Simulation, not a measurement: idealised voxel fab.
Presented below is a process module, voxel trench capacitor.
For reference, the cross-section in this document is cut, with width 170 nm and square cells of 5 nm.
Throughout this document, each cross-section is represented as a grid of square cells and is presented as a sequence of bands enumerated from the top downward, where a band comprises one or more rows of cells. Heads up on the band format: heights come first, top then bottom, in nm. After that it's the materials left to right, each with its width in nm. A single material flagged "edge to edge" fills the whole band edge to edge, and "empty" means there's empty space there. Below 0: as-received wafer, all one material; heights counted from there. Lowest band: no bottom, goes on down, written "top 0, no bottom". A two-number width, for instance "30->40", indicates that the width is equal to the first number in the top row of the band and to the second number in the bottom row, and that it changes by a constant amount per row of cells. When a step is marked "no modifications", none of the cells in the cross-section changed during that step. You'll see "Sealed void list" listing empty spaces that have no way open to the top, as long as they're 8 cells or more; the notation is width x height at distance, where the distance is from the left edge, and all of it is in nm. Post-settings text on a step line: simulator's own remark regarding the step. For masked steps, "overlay nm" on the step line gives how far right of plan the mask actually lay; a minus sign means it lay to the left.
## Process steps - plan
1. op RECEIVE | material Si
2. op CONFORMAL_DEP | material SiN | thk nm 10
3. op DIRECTIONAL_DEP | material aC | thk nm 15
4. op PATTERN | tone open | mask id TRENCH | material resist | width nm 25 | pitch nm 45 | thk nm 35 | overlay nm 0
5. op DIRECTIONAL_ETCH | etch materials aC | depth nm 15
6. op STRIP | etch materials resist
7. op DIRECTIONAL_ETCH | etch materials SiN | depth nm 10
8. op DIRECTIONAL_ETCH | etch materials Si | depth nm 40
9. op STRIP | etch materials aC
10. op CONFORMAL_DEP | material Al2O3 | thk nm 5
11. op CONFORMAL_DEP | material TiN | thk nm 5
12. op FILL_DEP | material W | thk nm 5
13. op CMP | height nm 10
## Cross-section of the incoming wafer, state after step 1
	top 0, no bottom  Si edge to edge
	Sealed void list: none
## Cross-section, first of two wafers, end of module, run as planned
	top 10, bottom 0  25 SiN; 5 Al2O3; 5 TiN; 5 W; 5 TiN; 5 Al2O3; 20 SiN; 5 Al2O3; 5 TiN; 5 W; 5 TiN; 5 Al2O3; 20 SiN; 5 Al2O3; 5 TiN; 5 W; 5 TiN; 5 Al2O3; 30 SiN
	top 0, bottom -30  25 Si; 5 Al2O3; 5 TiN; 5 W; 5 TiN; 5 Al2O3; 20 Si; 5 Al2O3; 5 TiN; 5 W; 5 TiN; 5 Al2O3; 20 Si; 5 Al2O3; 5 TiN; 5 W; 5 TiN; 5 Al2O3; 30 Si
	top -30, bottom -35  25 Si; 5 Al2O3; 15 TiN; 5 Al2O3; 20 Si; 5 Al2O3; 15 TiN; 5 Al2O3; 20 Si; 5 Al2O3; 15 TiN; 5 Al2O3; 30 Si
	top -35, bottom -40  25 Si; 25 Al2O3; 20 Si; 25 Al2O3; 20 Si; 25 Al2O3; 30 Si
	top -40, no bottom  Si edge to edge
	Sealed void list: none
## Cross-section, wafer two of two, end of module: same start and plan as wafer one, one error in execution
	top 10, bottom 0  15 W; 5 TiN; 5 Al2O3; 25 SiN; 5 Al2O3; 10 TiN; 5 Al2O3; 25 SiN; 5 Al2O3; 10 TiN; 5 Al2O3; 25 SiN; 5 Al2O3; 5 TiN; 20 W
	top 0, bottom -30  15 W; 5 TiN; 5 Al2O3; 25 Si; 5 Al2O3; 10 TiN; 5 Al2O3; 25 Si; 5 Al2O3; 10 TiN; 5 Al2O3; 25 Si; 5 Al2O3; 5 TiN; 20 W
	top -30, bottom -35  20 TiN; 5 Al2O3; 25 Si; 5 Al2O3; 10 TiN; 5 Al2O3; 25 Si; 5 Al2O3; 10 TiN; 5 Al2O3; 25 Si; 5 Al2O3; 25 TiN
	top -35, bottom -40  25 Al2O3; 25 Si; 20 Al2O3; 25 Si; 20 Al2O3; 25 Si; 30 Al2O3
	top -40, no bottom  Si edge to edge
	Sealed void list: none
Against the plan, the run slipped here: planned and actual differ for step 4; actual: op PATTERN | tone cover | mask id TRENCH | material resist | width nm 25 | pitch nm 45 | thk nm 35 | overlay nm 0
The final cell counts differ between the wafers, with the second having more or fewer of some materials than the first: Al2O3: 4 more, Si: 32 fewer, SiN: 8 fewer, TiN: 4 more, W: 32 more
